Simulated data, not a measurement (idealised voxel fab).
Process module under the name voxel double patterning
Displayed cross-section: cut, width of 235 nm, square cells sized 5 nm.
Cross-section = grid of square cells, listed top down in bands; band = one or more rows. Read a band's entry like this: the first values are the height of its top and the height of its bottom in nm, and what follows is the sequence of materials from left to right, each with its width in nm. Note that "air" is empty space, and that a single material marked "full width" reaches across the band from edge to edge. Basically, 0 is our baseline, since under it the wafer straight out of the box is all one material. The bottom band has no lower end and keeps on going down, so it looks like "0..down". A width given as "30 to 40" starts at the first number in the band's top row and ends at the second number in its bottom row, shifting by an equal amount at every step from row to row. Step marked "no change occurred"? Then no cell in the cross-section changed in it. This entry, "Entrapped void list", enumerates those empty regions of no fewer than 8 cells that possess no open connection to the top. Each region is reported in the form width x height at distance, the distance being taken from the left edge, with all three quantities expressed in nm. Post-settings text on a step line: simulator's own remark regarding the step. overlay nm, on a step with a mask: how far to the right of its planned place the mask lay; to the left if negative.

The planned process steps are enumerated hereunder:
step 1: RECEIVE: material Si
step 2: CONFORMAL_DEP: material SiO2, thk nm 10
step 3: DIRECTIONAL_DEP: material W, thk nm 15
step 4: DIRECTIONAL_DEP: material SiN, thk nm 10
step 5: DIRECTIONAL_DEP: material aC, thk nm 15
step 6: PATTERN: tone open, mask id FIRST, material resist, width nm 15, pitch nm 50, thk nm 35, overlay nm 0
step 7: DIRECTIONAL_ETCH: etch materials aC, depth nm 15
step 8: STRIP: etch materials resist
step 9: DIRECTIONAL_ETCH: etch materials SiN, depth nm 10
step 10: STRIP: etch materials aC
step 11: PATTERN: tone open, mask id SECOND, material resist, width nm 15, pitch nm 50, thk nm 15, overlay nm 0
step 12: DIRECTIONAL_ETCH: etch materials SiN, depth nm 10
step 13: STRIP: etch materials resist
step 14: DIRECTIONAL_ETCH: etch materials W, depth nm 15
step 15: STRIP: etch materials SiN

First wafer, two in total, run as planned:

Wafer cross-section on receipt, i.e. after step 1:
	0..down = Si full width
	Entrapped void list: none

Wafer after step 2 (cross-section):
	10..0 = SiO2 full width
	Whatever lies below 0 is exactly as it was before.

Wafer after step 3 (cross-section):
	25..10 = W full width
	Whatever lies below 10 is exactly as it was before.

Wafer after step 4 (cross-section):
	35..25 = SiN full width
	Whatever lies below 25 is exactly as it was before.

Wafer after step 5 (cross-section):
	50..35 = aC full width
	Whatever lies below 35 is exactly as it was before.

Wafer after step 6 (cross-section):
	85..50 = resist (60)  air (15)  resist (35)  air (15)  resist (35)  air (15)  resist (60)
	Whatever lies below 50 is exactly as it was before.

Wafer after step 7 (cross-section):
	70..50 = resist (60)  air (15)  resist (35)  air (15)  resist (35)  air (15)  resist (60)
	50..35 = aC (60)  air (15)  aC (35)  air (15)  aC (35)  air (15)  aC (60)
	Whatever lies below 35 is exactly as it was before.

Wafer after step 8 (cross-section):
	50..35 = aC (60)  air (15)  aC (35)  air (15)  aC (35)  air (15)  aC (60)
	Whatever lies below 35 is exactly as it was before.

Wafer after step 9 (cross-section):
	50..35 = aC (60)  air (15)  aC (35)  air (15)  aC (35)  air (15)  aC (60)
	35..25 = SiN (60)  air (15)  SiN (35)  air (15)  SiN (35)  air (15)  SiN (60)
	Whatever lies below 25 is exactly as it was before.

Wafer after step 10 (cross-section):
	35..25 = SiN (60)  air (15)  SiN (35)  air (15)  SiN (35)  air (15)  SiN (60)
	Whatever lies below 25 is exactly as it was before.

Wafer after step 11 (cross-section):
	50..35 = resist (85)  air (15)  resist (35)  air (15)  resist (85)
	35..25 = SiN (60)  resist (15)  SiN (35)  resist (15)  SiN (35)  resist (15)  SiN (60)
	Whatever lies below 25 is exactly as it was before.

Wafer after step 12 (cross-section):
	50..35 = resist (85)  air (15)  resist (35)  air (15)  resist (85)
	35..25 = SiN (60)  resist (15)  SiN (10)  air (15)  SiN (10)  resist (15)  SiN (10)  air (15)  SiN (10)  resist (15)  SiN (60)
	Whatever lies below 25 is exactly as it was before.

Wafer after step 13 (cross-section):
	35..25 = SiN (60)  air (15)  SiN (10)  air (15)  SiN (10)  air (15)  SiN (10)  air (15)  SiN (10)  air (15)  SiN (60)
	Whatever lies below 25 is exactly as it was before.

Wafer after step 14 (cross-section):
	35..25 = SiN (60)  air (15)  SiN (10)  air (15)  SiN (10)  air (15)  SiN (10)  air (15)  SiN (10)  air (15)  SiN (60)
	25..10 = W (60)  air (15)  W (10)  air (15)  W (10)  air (15)  W (10)  air (15)  W (10)  air (15)  W (60)
	Whatever lies below 10 is exactly as it was before.

Wafer after step 15 (cross-section):
	25..10 = W (60)  air (15)  W (10)  air (15)  W (10)  air (15)  W (10)  air (15)  W (10)  air (15)  W (60)
	Whatever lies below 10 is exactly as it was before.

For the second wafer, take the first wafer's start and plan, then add one mistake made in running it; everything through step 1, that step included, is shared with the first:

Cross-section of the second wafer when, according to plan, step 2 should have finished:
	15..0 = W full width
	Whatever lies below 0 is exactly as it was before.

Cross-section of the second wafer when, according to plan, step 3 should have finished:
	25..15 = SiO2 full width
	Whatever lies below 15 is exactly as it was before.

Cross-section of the second wafer when, according to plan, step 4 should have finished:
	35..25 = SiN full width
	Whatever lies below 25 is exactly as it was before.

Cross-section of the second wafer when, according to plan, step 5 should have finished:
	50..35 = aC full width
	Whatever lies below 35 is exactly as it was before.

Cross-section of the second wafer when, according to plan, step 6 should have finished:
	85..50 = resist (60)  air (15)  resist (35)  air (15)  resist (35)  air (15)  resist (60)
	Whatever lies below 50 is exactly as it was before.

Cross-section of the second wafer when, according to plan, step 7 should have finished:
	70..50 = resist (60)  air (15)  resist (35)  air (15)  resist (35)  air (15)  resist (60)
	50..35 = aC (60)  air (15)  aC (35)  air (15)  aC (35)  air (15)  aC (60)
	Whatever lies below 35 is exactly as it was before.

Cross-section of the second wafer when, according to plan, step 8 should have finished:
	50..35 = aC (60)  air (15)  aC (35)  air (15)  aC (35)  air (15)  aC (60)
	Whatever lies below 35 is exactly as it was before.

Cross-section of the second wafer when, according to plan, step 9 should have finished:
	50..35 = aC (60)  air (15)  aC (35)  air (15)  aC (35)  air (15)  aC (60)
	35..25 = SiN (60)  air (15)  SiN (35)  air (15)  SiN (35)  air (15)  SiN (60)
	Whatever lies below 25 is exactly as it was before.

Cross-section of the second wafer when, according to plan, step 10 should have finished:
	35..25 = SiN (60)  air (15)  SiN (35)  air (15)  SiN (35)  air (15)  SiN (60)
	Whatever lies below 25 is exactly as it was before.

Cross-section of the second wafer when, according to plan, step 11 should have finished:
	50..35 = resist (85)  air (15)  resist (35)  air (15)  resist (85)
	35..25 = SiN (60)  resist (15)  SiN (35)  resist (15)  SiN (35)  resist (15)  SiN (60)
	Whatever lies below 25 is exactly as it was before.

Cross-section of the second wafer when, according to plan, step 12 should have finished:
	50..35 = resist (85)  air (15)  resist (35)  air (15)  resist (85)
	35..25 = SiN (60)  resist (15)  SiN (10)  air (15)  SiN (10)  resist (15)  SiN (10)  air (15)  SiN (10)  resist (15)  SiN (60)
	Whatever lies below 25 is exactly as it was before.

Cross-section of the second wafer when, according to plan, step 13 should have finished:
	35..25 = SiN (60)  air (15)  SiN (10)  air (15)  SiN (10)  air (15)  SiN (10)  air (15)  SiN (10)  air (15)  SiN (60)
	Whatever lies below 25 is exactly as it was before.

Cross-section of the second wafer when, according to plan, step 14 should have finished: no change occurred

Cross-section of the second wafer when, according to plan, step 15 should have finished:
	25..15 = SiO2 full width
	Whatever lies below 15 is exactly as it was before.
Nonconformance to the process plan: steps 2 and 3 swapped
Wrapping up, a cell-based count of both wafers puts the second over or under the first for these materials: W +45
